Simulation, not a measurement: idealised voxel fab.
The following process module bears the name voxel wiring stack.
The width of the displayed cross-section, cut, is 155 nm; its cells are square, with a size of 5 nm.
When this document writes out a cross-section, it uses a grid of square cells and lists it as bands, beginning at the top and moving down, with a band standing for one or more rows of cells.
In this notation a band is specified by the heights of its top and bottom, in that order and in nm, after which its materials appear from left to right, each paired with its width in nm. The word "full width" attached to a single material means that material fills the band from edge to edge; the word "blank" stands for empty space.
A quick word on heights: they are counted from 0, and under that level the wafer as it came to us is one material throughout. The lowest band is different from the rest in having no bottom; it simply continues downward, written as in "0..down".
Graded width ("30..40"): value in top row of band = first number; value in bottom row = second number; row-to-row change constant.
Step marked "no modification"? Then no cell in the cross-section changed in it.
Look at "Enclosed void inventory" for the closed voids: empty spaces with no open path to the top, sized 8 cells or up. Each is width x height at distance, distance from the left edge, all nm.
Formally, on a step line, whatever follows the settings is a remark that the simulator itself makes on the step.
On any step carrying a mask, the "overlay nm" setting, if present on the step's line, tells how far right of its planned place the mask lay; negative values point to the left.

# These are the steps we planned for the process
step 1: RECEIVE,material Si
step 2: CONFORMAL_DEP,material SiO2,thk nm 15
step 3: DIRECTIONAL_DEP,material TiN,thk nm 5
step 4: DIRECTIONAL_DEP,material W,thk nm 20
step 5: PATTERN,tone cover,mask id METAL_1,material resist,width nm 20,pitch nm 50,thk nm 20,overlay nm 0
step 6: DIRECTIONAL_ETCH,etch materials W,depth nm 20
step 7: DIRECTIONAL_ETCH,etch materials TiN,depth nm 5
step 8: STRIP,etch materials resist
step 9: CONFORMAL_DEP,material SiCN,thk nm 5
step 10: FILL_DEP,material lowk,thk nm 10
step 11: CMP,height nm 40
step 12: CONFORMAL_DEP,material SiCN,thk nm 5
step 13: DIRECTIONAL_DEP,material SiO2,thk nm 35
step 14: DIRECTIONAL_DEP,material aC,thk nm 10
step 15: PATTERN,tone open,mask id METAL_2,material resist,width nm 20,pitch nm 50,thk nm 25,overlay nm 0
step 16: DIRECTIONAL_ETCH,etch materials aC,depth nm 10
step 17: STRIP,etch materials resist
step 18: DIRECTIONAL_ETCH,etch materials SiO2,depth nm 20
step 19: STRIP,etch materials aC
step 20: PATTERN,tone open,mask id METAL_2_HOLES,material resist,width nm 15,thk nm 20,overlay nm 0
step 21: DIRECTIONAL_ETCH,etch materials SiO2,depth nm 15
step 22: DIRECTIONAL_ETCH,etch materials SiCN,depth nm 5
step 23: STRIP,etch materials resist
step 24: CONFORMAL_DEP,material TiN,thk nm 5
step 25: FILL_DEP,material Cu,thk nm 10
step 26: CMP,height nm 80
step 27: CONFORMAL_DEP,material SiN,thk nm 5

# Cross-section of the wafer upon arrival, representing the state reached after step 1
> 0..down  Si full width
> Enclosed void inventory: none

# This is how the wafer looks in cross-section once the module is done, given the starting state and plan above and one mistake in carrying the plan out
> 85..80  SiN full width
> 80..70  35 nm SiO2 / 5 nm TiN / 15 nm Cu / 5 nm TiN / 30 nm SiO2 / 5 nm TiN / 10 nm Cu / 5 nm TiN / 45 nm SiO2
> 70..65  35 nm SiO2 / 10 nm TiN / 10 nm Cu / 5 nm TiN / 30 nm SiO2 / 5 nm TiN / 10 nm Cu / 5 nm TiN / 45 nm SiO2
> 65..60  40 nm SiO2 / 20 nm TiN / 30 nm SiO2 / 20 nm TiN / 45 nm SiO2
> 60..45  40 nm SiO2 / 10 nm TiN / 105 nm SiO2
> 45..40  40 nm SiCN / 10 nm TiN / 105 nm SiCN
> 40..20  35 nm lowk / 5 nm SiCN / 20 nm W / 5 nm SiCN / 20 nm lowk / 5 nm SiCN / 20 nm W / 5 nm SiCN / 40 nm lowk
> 20..15  40 nm SiCN / 20 nm TiN / 30 nm SiCN / 20 nm TiN / 45 nm SiCN
> 15..0  SiO2 full width
> 0..down  Si full width
> Enclosed void inventory: none
What was the processing mistake? step 20 did not happen as planned, as run it was PATTERN,tone open,mask id METAL_2_HOLES,material resist,width nm 15,thk nm 20,overlay nm -5
